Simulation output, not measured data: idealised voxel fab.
The process module presented herein is designated voxel released beams.
The cross-section shown here is cut; it is 280 nm wide and divided into square cells measuring 5 nm on a side.
We lay out every cross-section as a grid of square cells and spell it out in bands from the top down, where one band means one or more rows of cells.
The entry gives the band's vertical extent as a top height and a bottom height in nm, then its horizontal make-up as materials from left to right, each with a width in nm. "empty" stands for empty space; a single material marked "all across" fills the band edge to edge.
For the purposes of this specification, 0 denotes the height below which the wafer in its as-received condition is composed wholly of one material, and the lowermost band, lacking a lower limit, extends downward without end, as expressed in "0 down".
Width "30->40": first value at the band's top row of cells, second value at its bottom row, equal change from row to row.
For the purposes of this document, the phrase "identical to before" attached to a step denotes that no cell within the cross-section was modified by that step.
The list in "Voids, fully enclosed" covers empty spaces of 8 cells or more that cannot reach the top through any open way, and it gives each as width x height at distance; the distance is from the left edge, and width, height and distance are in nm.
Post-settings text on a step line: simulator's own remark regarding the step.
The setting "overlay nm" may be written on the line of a step. When the step uses a mask, the value reports how far to the right of the planned place the mask lay, and a negative value reports that it lay to the left.
[Intended process steps]
1. RECEIVE [material Si]
2. CONFORMAL_DEP [material Al2O3] [thk nm 10]
3. DIRECTIONAL_DEP [material SiO2] [thk nm 15]
4. PATTERN [tone open] [mask id ANCHOR] [material resist] [width nm 30] [thk nm 15] [overlay nm 0]
5. DIRECTIONAL_ETCH [etch materials SiO2] [depth nm 15]
6. STRIP [etch materials resist]
7. CONFORMAL_DEP [material SiN] [thk nm 10]
8. PATTERN [tone cover] [mask id BEAM] [material resist] [width nm 75] [thk nm 15] [overlay nm 0]
9. DIRECTIONAL_ETCH [etch materials SiN] [depth nm 10]
10. STRIP [etch materials resist]
11. STRIP [etch materials SiO2]
[Cross-section of the wafer upon arrival, representing the state reached after step 1]
* 0 down = Si all across
* Voids, fully enclosed: none
[Figure: cross-sectional view of the wafer upon completion of the module, processed from the initial state and according to the plan depicted above, with one error introduced during execution]
* 35 to 25 = empty: 90; SiN: 25; empty: 10; SiN: 40; empty: 115
* 25 to 20 = empty: 105; SiN: 10; empty: 10; SiN: 10; empty: 145
* 20 to 10 = empty: 105; SiN: 30; empty: 145
* 10 to 0 = Al2O3 all across
* 0 down = Si all across
* Voids, fully enclosed: none
The mistake made against the process plan was this: so step 8 ended up running with a different setting than we planned, it ran as PATTERN [tone cover] [mask id BEAM] [material resist] [width nm 75] [thk nm 15] [overlay nm -10]
